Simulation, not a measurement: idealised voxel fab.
Process module heading - voxel released beams
It is cross-section cut that appears here, measuring 245 nm in width, its square cells being 5 nm in size.
Format of a cross-section: grid, square cells. Given as bands. Order: top down. Band: one or more rows of cells. In this notation a band is specified by the heights of its top and bottom, in that order and in nm, after which its materials appear from left to right, each paired with its width in nm. The word "everywhere" attached to a single material means that material fills the band from edge to edge; the word "empty" stands for empty space. Zero point of the height axis is 0; under it, received wafer = one material. Lowest band: continues down indefinitely, "0 down". Width: "30..40" (first number = top row, second number = bottom row, same change from row to row of cells). Step note "nothing was modified" = no cross-section cell changed. "Voids, sealed" specifies each empty space that is not open to the top and that occupies no fewer than 8 cells, using the form width x height at distance, the distance measured from the left edge and all three quantities in nm. Formally, on a step line, whatever follows the settings is a remark that the simulator itself makes on the step. overlay nm: mask right of planned place by this much (step with mask). Neg. = left.
**Intended process steps**
| 1 | RECEIVE: material Si |
| 2 | CONFORMAL_DEP: material Al2O3, thk nm 5 |
| 3 | DIRECTIONAL_DEP: material SiO2, thk nm 15 |
| 4 | PATTERN: tone open, mask id ANCHOR, material resist, width nm 45, thk nm 15, overlay nm 0 |
| 5 | DIRECTIONAL_ETCH: etch materials SiO2, depth nm 15 |
| 6 | STRIP: etch materials resist |
| 7 | CONFORMAL_DEP: material W, thk nm 15 |
| 8 | PATTERN: tone cover, mask id BEAM, material resist, width nm 105, thk nm 20, overlay nm 0 |
| 9 | DIRECTIONAL_ETCH: etch materials W, depth nm 15 |
| 10 | STRIP: etch materials resist |
| 11 | STRIP: etch materials SiO2 |
**Wafer as received: cross-section following step 1**
- 0 down = Si everywhere
- Voids, sealed: none
**Same starting wafer, same plan as above, one mistake in the execution; this is the cross-section at the end of the module**
- 35 to 20 = empty 65; W 65; empty 115
- 20 to 5 = empty 55; W 15; SiO2 45; W 55; empty 75
- 5 to 0 = Al2O3 everywhere
- 0 down = Si everywhere
- Voids, sealed: none
Deviation from plan: step 4 did not use the planned setting and instead ran as PATTERN: tone cover, mask id ANCHOR, material resist, width nm 45, thk nm 15, overlay nm 0
